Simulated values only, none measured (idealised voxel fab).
process module | voxel wiring stack
cross-section cut | 225 nm wide | cells 5 nm
A cross-section is a grid of square cells, given in bands from the top down. A band is one or more rows of cells.
Each band's line starts with the height of the band's top and of its bottom, in nm. Then come its materials from left to right, each with its width in nm. One material with "throughout" fills the band from edge to edge. "air" is empty space.
Height 0 is the level under which the wafer as received is all one material. The lowest band goes on downwards, as in "0 down".
A width such as "30 to 40" changes by the same amount from each row of cells to the next, from the band's top row to its bottom row.
"no change" after a step means that no cell of the cross-section changed.
closed voids: empty space of 8 cells or more with no open way to the top, each as width x height at its distance from the left edge, in nm
after a step's settings: what the simulator itself notes on the step
overlay nm, on a step with a mask: how far to the right of its planned place the mask lay; to the left if negative
plan
1 op RECEIVE | material Si
2 op CONFORMAL_DEP | material SiO2 | thk nm 15
3 op CONFORMAL_DEP | material SiCN | thk nm 5
4 op DIRECTIONAL_DEP | material SiO2 | thk nm 25
5 op PATTERN | tone open | mask id METAL_1 | material resist | width nm 25 | pitch nm 45 | thk nm 15 | overlay nm 0
6 op DIRECTIONAL_ETCH | etch materials SiO2 | depth nm 25
7 op DIRECTIONAL_ETCH | etch materials SiCN | depth nm 5
8 op STRIP | etch materials resist
9 op CONFORMAL_DEP | material TiN | thk nm 5
10 op FILL_DEP | material W | thk nm 5
11 op CMP | height nm 45
12 op CONFORMAL_DEP | material SiCN | thk nm 5
13 op DIRECTIONAL_DEP | material lowk | thk nm 25
14 op PATTERN | tone open | mask id METAL_2 | material resist | width nm 25 | pitch nm 45 | thk nm 15 | overlay nm 0
15 op DIRECTIONAL_ETCH | etch materials lowk | depth nm 15
16 op STRIP | etch materials resist
17 op PATTERN | tone open | mask id METAL_2_HOLES | material resist | width nm 15 | pitch nm 45 | thk nm 15 | overlay nm 0
18 op DIRECTIONAL_ETCH | etch materials lowk | depth nm 10
19 op DIRECTIONAL_ETCH | etch materials SiCN | depth nm 5
20 op STRIP | etch materials resist
21 op CONFORMAL_DEP | material TiN | thk nm 5
22 op FILL_DEP | material Cu | thk nm 5
23 op CMP | height nm 75
24 op CONFORMAL_DEP | material SiCN | thk nm 5
25 op DIRECTIONAL_DEP | material SiO2 | thk nm 15
26 op PATTERN | tone open | mask id PLUG_2 | material resist | width nm 15 | pitch nm 90 | thk nm 15 | overlay nm 0
27 op DIRECTIONAL_ETCH | etch materials SiO2 | depth nm 15
28 op DIRECTIONAL_ETCH | etch materials SiCN | depth nm 5
29 op STRIP | etch materials resist
30 op CONFORMAL_DEP | material TiN | thk nm 5
31 op FILL_DEP | material Cu | thk nm 5
32 op CMP | height nm 95
33 op DIRECTIONAL_DEP | material TiN | thk nm 5
34 op DIRECTIONAL_DEP | material W | thk nm 20
35 op DIRECTIONAL_DEP | material aC | thk nm 10
36 op PATTERN | tone cover | mask id METAL_3 | material resist | width nm 25 | pitch nm 45 | thk nm 25 | overlay nm 0
37 op DIRECTIONAL_ETCH | etch materials aC | depth nm 10
38 op STRIP | etch materials resist
39 op DIRECTIONAL_ETCH | etch materials W | depth nm 20
40 op DIRECTIONAL_ETCH | etch materials TiN | depth nm 5
41 op STRIP | etch materials aC
42 op CONFORMAL_DEP | material SiCN | thk nm 5
43 op FILL_DEP | material SiO2 | thk nm 10
44 op CMP | height nm 120
45 op CONFORMAL_DEP | material SiCN | thk nm 5
46 op DIRECTIONAL_DEP | material lowk | thk nm 25
47 op PATTERN | tone open | mask id METAL_4 | material resist | width nm 25 | pitch nm 45 | thk nm 15 | overlay nm 0
48 op DIRECTIONAL_ETCH | etch materials lowk | depth nm 15
49 op STRIP | etch materials resist
50 op DIRECTIONAL_DEP | material aC | thk nm 10
51 op PATTERN | tone open | mask id METAL_4_HOLES | material resist | width nm 15 | pitch nm 45 | thk nm 30 | overlay nm 0
52 op DIRECTIONAL_ETCH | etch materials aC | depth nm 10
53 op STRIP | etch materials resist
54 op DIRECTIONAL_ETCH | etch materials lowk | depth nm 10
55 op DIRECTIONAL_ETCH | etch materials SiCN | depth nm 5
56 op STRIP | etch materials aC
57 op CONFORMAL_DEP | material TiN | thk nm 5
58 op FILL_DEP | material Ru | thk nm 10
59 op CMP | height nm 150
60 op CONFORMAL_DEP | material SiCN | thk nm 5
as received, after step 1
  0 down: Si throughout
  closed voids: none
a wafer at the end: this start, this plan, one mistake
  155 to 150: SiCN throughout
  150 to 140: lowk 30 | TiN 5 | Ru 15 | TiN 5 | lowk 20 | TiN 5 | Ru 15 | TiN 5 | lowk 20 | TiN 5 | Ru 15 | TiN 5 | lowk 20 | TiN 5 | Ru 15 | TiN 5 | lowk 35
  140 to 135: lowk 30 | TiN 5 | Ru 5 | TiN 15 | lowk 20 | TiN 5 | Ru 5 | TiN 15 | lowk 20 | TiN 5 | Ru 5 | TiN 15 | lowk 20 | TiN 5 | Ru 5 | TiN 15 | lowk 35
  135 to 125: lowk 30 | TiN 5 | Ru 5 | TiN 5 | lowk 30 | TiN 5 | Ru 5 | TiN 5 | lowk 30 | TiN 5 | Ru 5 | TiN 5 | lowk 30 | TiN 5 | Ru 5 | TiN 5 | lowk 45
  125 to 120: SiCN 30 | TiN 15 | SiCN 30 | TiN 15 | SiCN 30 | TiN 15 | SiCN 30 | TiN 15 | SiCN 45
  120 to 100: SiO2 25 | SiCN 5 | W 25 | SiCN 5 | SiO2 10 | SiCN 5 | W 25 | SiCN 5 | SiO2 10 | SiCN 5 | W 25 | SiCN 5 | SiO2 10 | SiCN 5 | W 25 | SiCN 5 | SiO2 30
  100 to 95: SiCN 30 | TiN 25 | SiCN 20 | TiN 25 | SiCN 20 | TiN 25 | SiCN 20 | TiN 25 | SiCN 35
  95 to 80: SiO2 30 | TiN 5 | Cu 5 | TiN 5 | SiO2 75 | TiN 5 | Cu 5 | TiN 5 | SiO2 90
  80 to 75: SiCN 30 | TiN 15 | SiCN 75 | TiN 15 | SiCN 90
  75 to 65: lowk 30 | TiN 5 | Cu 15 | TiN 5 | lowk 20 | TiN 5 | Cu 15 | TiN 5 | lowk 20 | TiN 5 | Cu 15 | TiN 5 | lowk 20 | TiN 5 | Cu 15 | TiN 5 | lowk 35
  65 to 60: lowk 30 | TiN 5 | Cu 5 | TiN 15 | lowk 20 | TiN 5 | Cu 5 | TiN 15 | lowk 20 | TiN 5 | Cu 5 | TiN 15 | lowk 20 | TiN 5 | Cu 5 | TiN 15 | lowk 35
  60 to 50: lowk 30 | TiN 5 | Cu 5 | TiN 5 | lowk 30 | TiN 5 | Cu 5 | TiN 5 | lowk 30 | TiN 5 | Cu 5 | TiN 5 | lowk 30 | TiN 5 | Cu 5 | TiN 5 | lowk 45
  50 to 45: SiCN 30 | TiN 15 | SiCN 30 | TiN 15 | SiCN 30 | TiN 15 | SiCN 30 | TiN 15 | SiCN 45
  45 to 35: SiO2 30 | TiN 5 | W 15 | TiN 5 | SiO2 20 | TiN 5 | W 15 | TiN 5 | SiO2 20 | TiN 5 | W 15 | TiN 5 | SiO2 20 | TiN 5 | W 15 | TiN 5 | SiO2 35
  35 to 30: SiCN 30 | TiN 25 | SiCN 20 | TiN 25 | SiCN 20 | TiN 25 | SiCN 20 | TiN 25 | SiCN 35
  30 to 0: SiO2 throughout
  0 down: Si throughout
  closed voids: none
what went wrong: step 2 was run twice
